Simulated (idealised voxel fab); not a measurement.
process module | voxel ribs on slabs
cross-section cut | 265 nm wide | cells 5 nm
A cross-section is a grid of square cells, given in bands from the top down. A band is one or more rows of cells.
Each band's line starts with the height of the band's top and of its bottom, in nm. Then come its materials from left to right, each with its width in nm. One material with "throughout" fills the band from edge to edge. "air" is empty space.
Height 0 is the level under which the wafer as received is all one material. The lowest band goes on downwards, as in "0 down".
A width such as "30 to 40" changes by the same amount from each row of cells to the next, from the band's top row to its bottom row.
"no change" after a step means that no cell of the cross-section changed.
closed voids: empty space of 8 cells or more with no open way to the top, each as width x height at its distance from the left edge, in nm
after a step's settings: what the simulator itself notes on the step
overlay nm, on a step with a mask: how far to the right of its planned place the mask lay; to the left if negative
plan
1 op RECEIVE | material Si
2 op DIRECTIONAL_DEP | material SiO2 | thk nm 20
3 op DIRECTIONAL_DEP | material polySi | thk nm 20
4 op PATTERN | tone cover | mask id RIB | material resist | width nm 30 | thk nm 15 | overlay nm 0
5 op DIRECTIONAL_ETCH | etch materials polySi | depth nm 5
6 op STRIP | etch materials resist
7 op PATTERN | tone cover | mask id SLAB | material resist | width nm 90 | thk nm 20 | overlay nm 0
8 op DIRECTIONAL_ETCH | etch materials polySi | depth nm 15
9 op STRIP | etch materials resist
10 op FILL_DEP | material SiO2 | thk nm 30
11 op CMP | height nm 60
12 op DIRECTIONAL_DEP | material TiN | thk nm 10
13 op PATTERN | tone cover | mask id HEATER | material resist | width nm 40 | thk nm 15 | overlay nm 0
14 op DIRECTIONAL_ETCH | etch materials TiN | depth nm 10
15 op STRIP | etch materials resist
16 op CONFORMAL_DEP | material SiN | thk nm 5
as received, after step 1
  0 down: Si throughout
  closed voids: none
first wafer at the end, as planned
  75 to 70: air 105 | SiN 50 | air 110
  70 to 65: air 105 | SiN 5 | TiN 40 | SiN 5 | air 110
  65 to 60: SiN 110 | TiN 40 | SiN 115
  60 to 40: SiO2 throughout
  40 to 35: SiO2 115 | polySi 30 | SiO2 120
  35 to 20: SiO2 85 | polySi 90 | SiO2 90
  20 to 0: SiO2 throughout
  0 down: Si throughout
  closed voids: none
second wafer at the end: like start, like plan, one mistake
  75 to 70: air 105 | SiN 50 | air 110
  70 to 65: air 105 | SiN 5 | TiN 40 | SiN 5 | air 110
  65 to 60: SiN 110 | TiN 40 | SiN 115
  60 to 50: SiO2 throughout
  50 to 45: SiO2 115 | polySi 30 | SiO2 120
  45 to 30: SiO2 85 | polySi 90 | SiO2 90
  30 to 0: SiO2 throughout
  0 down: Si throughout
  closed voids: none
what went wrong: step 2 ran as: op DIRECTIONAL_DEP | material SiO2 | thk nm 30
at the end the second wafer has, in cells: as many of each material as the first, in other places
